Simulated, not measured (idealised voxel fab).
This section sets out a process module, namely voxel self aligned contacts.
This is section cut - it's 190 nm across, gridded in 5 nm square cells.
In this document a cross-section is written as a grid of square cells. It is given as a series of bands, listed from the top down, and a band is one or more rows of cells. For a band, the entry starts with two heights in nm, that of the top and then that of the bottom, and carries on with the band's materials in order from left to right, each alongside its width in nm; the word "full width" beside a single material means it fills the band edge to edge, and "blank" means empty space. Ref level 0: as-received wafer is one material below here. Bottom band extends down with no lower bound ("0 -> down"). When a width is written as two numbers, as in "30->40", the first number is the width in the top row of cells of the band and the second is the width in its bottom row, and the width changes by the same amount from each row to the next. Any step labelled "no modification" changed none of the cells in the cross-section. Enclosed voids (no open way to top), threshold 8 cells or more, entry "Catalogued sealed voids", notation width x height at distance, distance from left edge, nm. That trailing text on a step's line, after the settings, is the simulator's own remark on the step. overlay nm: right-of-plan distance of the mask on a masked step; negative values mean left-of-plan.
## The steps planned for the process are as follows
1,RECEIVE with material Si
2,OXIDIZE with depth nm 5
3,DIRECTIONAL_DEP with material polySi, thk nm 25
4,DIRECTIONAL_DEP with material SiN, thk nm 25
5,PATTERN with tone cover, mask id GATE, material resist, width nm 35, pitch nm 80, thk nm 20, overlay nm 0
6,DIRECTIONAL_ETCH with etch materials SiN, depth nm 25
7,DIRECTIONAL_ETCH with etch materials polySi, depth nm 25
8,STRIP with etch materials resist
9,CONFORMAL_DEP with material SiN, thk nm 10
10,DIRECTIONAL_ETCH with etch materials SiN, depth nm 10
11,FILL_DEP with material SiO2, thk nm 10
12,CMP with height nm 55
13,DIRECTIONAL_DEP with material aC, thk nm 15
14,PATTERN with tone open, mask id CONTACT, material resist, width nm 55, thk nm 35, overlay nm 0
15,DIRECTIONAL_ETCH with etch materials aC, depth nm 15
16,STRIP with etch materials resist
17,DIRECTIONAL_ETCH with etch materials SiO2, depth nm 60
18,STRIP with etch materials aC
19,CONFORMAL_DEP with material TiN, thk nm 5
20,FILL_DEP with material Ru, thk nm 5
21,CMP with height nm 55
22,CONFORMAL_DEP with material SiN, thk nm 5
## Wafer at receipt (post step 1), cross-section
  0 -> down: Si full width
  Catalogued sealed voids: none
## Sectioned view, first of two wafers, at the close of the module, processed as intended in the plan
  60 -> 55: SiN full width
  55 -> 50: SiO2 65 nm, TiN 20 nm, Ru 15 nm, TiN 20 nm, SiO2 70 nm
  50 -> 25: SiO2 25 nm, SiN 55 nm, TiN 5 nm, Ru 15 nm, TiN 5 nm, SiN 55 nm, SiO2 30 nm
  25 -> 0: SiO2 25 nm, SiN 10 nm, polySi 35 nm, SiN 10 nm, TiN 5 nm, Ru 15 nm, TiN 5 nm, SiN 10 nm, polySi 35 nm, SiN 10 nm, SiO2 30 nm
  0 -> -5: SiO2 80 nm, TiN 25 nm, SiO2 85 nm
  -5 -> down: Si full width
  Catalogued sealed voids: none
## Second of two wafers, module complete, sectioned: it shares the first wafer's start and plan but was run with one mistake
  60 -> 55: SiN full width
  55 -> 50: SiO2 25 nm, SiN 55 nm, TiN 25 nm, SiN 55 nm, SiO2 30 nm
  50 -> 25: SiN full width
  25 -> 0: polySi full width
  0 -> -5: SiO2 full width
  -5 -> down: Si full width
  Catalogued sealed voids: none
what went wrong: twice over, step 4 of the plan was run
Wafer comparison, final, in cells, second relative to first, materials more or fewer: Ru -33 | SiN +62 | SiO2 -121 | TiN -28 | polySi +120
